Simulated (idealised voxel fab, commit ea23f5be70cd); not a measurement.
process module | voxel transistor to metal
cross-section cut | 165 nm wide | cells 5 nm
A cross-section is a grid of square cells, given in bands from the top down. A band is one or more rows of cells.
Each band's line starts with the height of the band's top and of its bottom, in nm. Then come its materials from left to right, each with its width in nm. One material with "throughout" fills the band from edge to edge. "air" is empty space.
Height 0 is the level under which the wafer as received is all one material. The lowest band goes on downwards, as in "0 down".
A width such as "30 to 40" changes by the same amount from each row of cells to the next, from the band's top row to its bottom row.
"no change" after a step means that no cell of the cross-section changed.
closed voids: empty space of 8 cells or more with no open way to the top, each as width x height at its distance from the left edge, in nm
after a step's settings: what the simulator itself notes on the step
overlay nm, on a step with a mask: how far to the right of its planned place the mask lay; to the left if negative
plan
1 op RECEIVE | material Si
2 op CONFORMAL_DEP | material SiO2 | thk nm 5
3 op CONFORMAL_DEP | material SiN | thk nm 10
4 op MASKED_ETCH | tone cover | mask id ACTIVE | width nm 105 | etch materials SiN | depth nm 10 | overlay nm 0
5 op MASKED_ETCH | tone cover | mask id ACTIVE | width nm 105 | etch materials SiO2 | depth nm 5 | overlay nm 0
6 op MASKED_ETCH | tone cover | mask id ACTIVE | width nm 105 | etch materials Si | depth nm 30 | overlay nm 0
7 op FILL_DEP | material SiO2 | thk nm 5
8 op CMP | height nm 15
9 op SELECTIVE_ETCH | etch materials SiO2 | depth nm 10
10 op STRIP | etch materials SiN
11 op SELECTIVE_ETCH | etch materials SiO2 | depth nm 5
12 op OXIDIZE | depth nm 5
13 op DIRECTIONAL_DEP | material polySi | thk nm 25
14 op DIRECTIONAL_DEP | material SiCN | thk nm 15
15 op PATTERN | tone cover | mask id GATE | material resist | width nm 15 | thk nm 20 | overlay nm 0
16 op DIRECTIONAL_ETCH | etch materials SiCN | depth nm 25
17 op DIRECTIONAL_ETCH | etch materials polySi | depth nm 35
18 op STRIP | etch materials resist
19 op CONFORMAL_DEP | material SiO2 | thk nm 5
20 op DIRECTIONAL_ETCH | etch materials SiO2 | depth nm 5
21 op CONFORMAL_DEP | material SiN | thk nm 5
22 op DIRECTIONAL_ETCH | etch materials SiN | depth nm 5
23 op DIRECTIONAL_ETCH | etch materials SiO2 | depth nm 5
24 op DIRECTIONAL_ETCH | etch materials Si | depth nm 10
25 op EPI | material pSi | thk nm 15
26 op FILL_DEP | material SiO2 | thk nm 5
27 op CMP | height nm 40
28 op DIRECTIONAL_DEP | material SiO2 | thk nm 10
29 op DIRECTIONAL_DEP | material aC | thk nm 10
30 op PATTERN | tone open | mask id CONTACT | material resist | width nm 30 | pitch nm 55 | thk nm 25 | overlay nm 0
31 op DIRECTIONAL_ETCH | etch materials aC | depth nm 10
32 op STRIP | etch materials resist
33 op DIRECTIONAL_ETCH | etch materials SiO2 | depth nm 50
34 op STRIP | etch materials aC
35 op CONFORMAL_DEP | material TiN | thk nm 5
36 op FILL_DEP | material W | thk nm 10
37 op CMP | height nm 50
38 op DIRECTIONAL_DEP | material TiN | thk nm 5
39 op DIRECTIONAL_DEP | material W | thk nm 20
40 op MASKED_ETCH | tone cover | mask id METAL_1 | width nm 15 | pitch nm 70 | etch materials W | depth nm 20 | overlay nm 0
41 op MASKED_ETCH | tone cover | mask id METAL_1 | width nm 15 | pitch nm 70 | etch materials TiN | depth nm 5 | overlay nm 0
42 op FILL_DEP | material lowk | thk nm 10
43 op CMP | height nm 75
44 op CONFORMAL_DEP | material SiCN | thk nm 5
45 op DIRECTIONAL_DEP | material lowk | thk nm 25
46 op MASKED_ETCH | tone open | mask id METAL_2 | width nm 15 | pitch nm 70 | etch materials lowk | depth nm 15 | overlay nm 0
47 op MASKED_ETCH | tone open | mask id METAL_2_HOLES | width nm 15 | pitch nm 70 | etch materials lowk | depth nm 10 | overlay nm 0
48 op MASKED_ETCH | tone open | mask id METAL_2_HOLES | width nm 15 | pitch nm 70 | etch materials SiCN | depth nm 5 | overlay nm 0
49 op CONFORMAL_DEP | material TiN | thk nm 5
50 op FILL_DEP | material Cu | thk nm 10
51 op CMP | height nm 105
52 op CONFORMAL_DEP | material SiCN | thk nm 5
varied across the wafers: depth nm of step 20. The plan shows the first wafer's value. All wafers start alike
first wafer as received, after step 1
  0 down: Si throughout
  closed voids: none
each wafer at the end: cells of each material gained (+) or lost (-) since it was received, then its closed voids
depth nm 5 | +10 Cu | -121 Si | +69 SiCN | +16 SiN | +263 SiO2 | +80 TiN | +68 W | +270 lowk | +56 pSi | +15 polySi | closed voids: none
depth nm 10 | +10 Cu | -121 Si | +69 SiCN | +18 SiN | +253 SiO2 | +80 TiN | +70 W | +270 lowk | +62 pSi | +15 polySi | closed voids: none
depth nm 15 | +10 Cu | -121 Si | +69 SiCN | +20 SiN | +255 SiO2 | +80 TiN | +72 W | +270 lowk | +56 pSi | +15 polySi | closed voids: none
depth nm 20 | +10 Cu | -121 Si | +69 SiCN | +22 SiN | +251 SiO2 | +80 TiN | +74 W | +270 lowk | +56 pSi | +15 polySi | closed voids: none
